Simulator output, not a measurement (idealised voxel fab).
Presented below is a process module, voxel trench capacitor.
Cross-section cut: width 195 nm, square cells of 5 nm.
How to read a cross-section here: the picture is a grid of square cells, written as bands going from the top down, and any band can span one or more rows of cells. Within each band entry, the heights of the top and of the bottom of the band appear first, in that order and in nm; the materials of the band then follow from left to right, each with its corresponding width in nm. The designation "everywhere" on a single material indicates that it fills the band from edge to edge; the designation "empty" indicates empty space. Measure heights from 0. That's the level where, below it, the as-received wafer is all one material. The lowest band is bottomless and extends downward; write it as in "0 and below". Graded width ("30..40"): value in top row of band = first number; value in bottom row = second number; row-to-row change constant. "no modification" means the step left every cell of the cross-section as it was. Heads up: "Fully enclosed voids" only lists the empty pockets with no open path to the top that are 8 cells or more, and it writes them as width x height at distance, distance from the left edge, in nm. Text after the settings on a step's line: the simulator's own remark on that step. overlay nm: for a step with a mask, the amount by which the mask lay right of where it was planned; a negative amount means left of it.

### These are the steps we planned for the process
1) RECEIVE: material Si
2) CONFORMAL_DEP: material SiN, thk nm 5
3) DIRECTIONAL_DEP: material aC, thk nm 15
4) PATTERN: tone open, mask id TRENCH, material resist, width nm 25, pitch nm 55, thk nm 35, overlay nm 0
5) DIRECTIONAL_ETCH: etch materials aC, depth nm 15
6) STRIP: etch materials resist
7) DIRECTIONAL_ETCH: etch materials SiN, depth nm 5
8) DIRECTIONAL_ETCH: etch materials Si, depth nm 35
9) STRIP: etch materials aC
10) CONFORMAL_DEP: material SiO2, thk nm 5
11) FILL_DEP: material polySi, thk nm 10
12) CMP: height nm 5

### As received (post step 1): cross-section
    0 and below = Si everywhere
    Fully enclosed voids: none

### first wafer at the end, as planned
    5 down to 0 = SiN: 30, then SiO2: 5, then polySi: 15, then SiO2: 5, then SiN: 30, then SiO2: 5, then polySi: 15, then SiO2: 5, then SiN: 30, then SiO2: 5, then polySi: 15, then SiO2: 5, then SiN: 30
    0 down to -30 = Si: 30, then SiO2: 5, then polySi: 15, then SiO2: 5, then Si: 30, then SiO2: 5, then polySi: 15, then SiO2: 5, then Si: 30, then SiO2: 5, then polySi: 15, then SiO2: 5, then Si: 30
    -30 down to -35 = Si: 30, then SiO2: 25, then Si: 30, then SiO2: 25, then Si: 30, then SiO2: 25, then Si: 30
    -35 and below = Si everywhere
    Fully enclosed voids: none

### Second wafer through the module, sectioned at the end: same beginning and same plan as the first wafer, with one mistake in carrying it out
    20 down to 10 = polySi everywhere
    10 down to 5 = SiO2: 35, then polySi: 15, then SiO2: 40, then polySi: 15, then SiO2: 40, then polySi: 15, then SiO2: 35
    5 down to 0 = SiN: 30, then SiO2: 5, then polySi: 15, then SiO2: 5, then SiN: 30, then SiO2: 5, then polySi: 15, then SiO2: 5, then SiN: 30, then SiO2: 5, then polySi: 15, then SiO2: 5, then SiN: 30
    0 down to -30 = Si: 30, then SiO2: 5, then polySi: 15, then SiO2: 5, then Si: 30, then SiO2: 5, then polySi: 15, then SiO2: 5, then Si: 30, then SiO2: 5, then polySi: 15, then SiO2: 5, then Si: 30
    -30 down to -35 = Si: 30, then SiO2: 25, then Si: 30, then SiO2: 25, then Si: 30, then SiO2: 25, then Si: 30
    -35 and below = Si everywhere
    Fully enclosed voids: none
Deviation from plan: step 12 of the plan did not run at all; it was left out
The closing comparison, in cells, has the second wafer with more or fewer of some materials than the first: SiO2: 30 more | polySi: 87 more
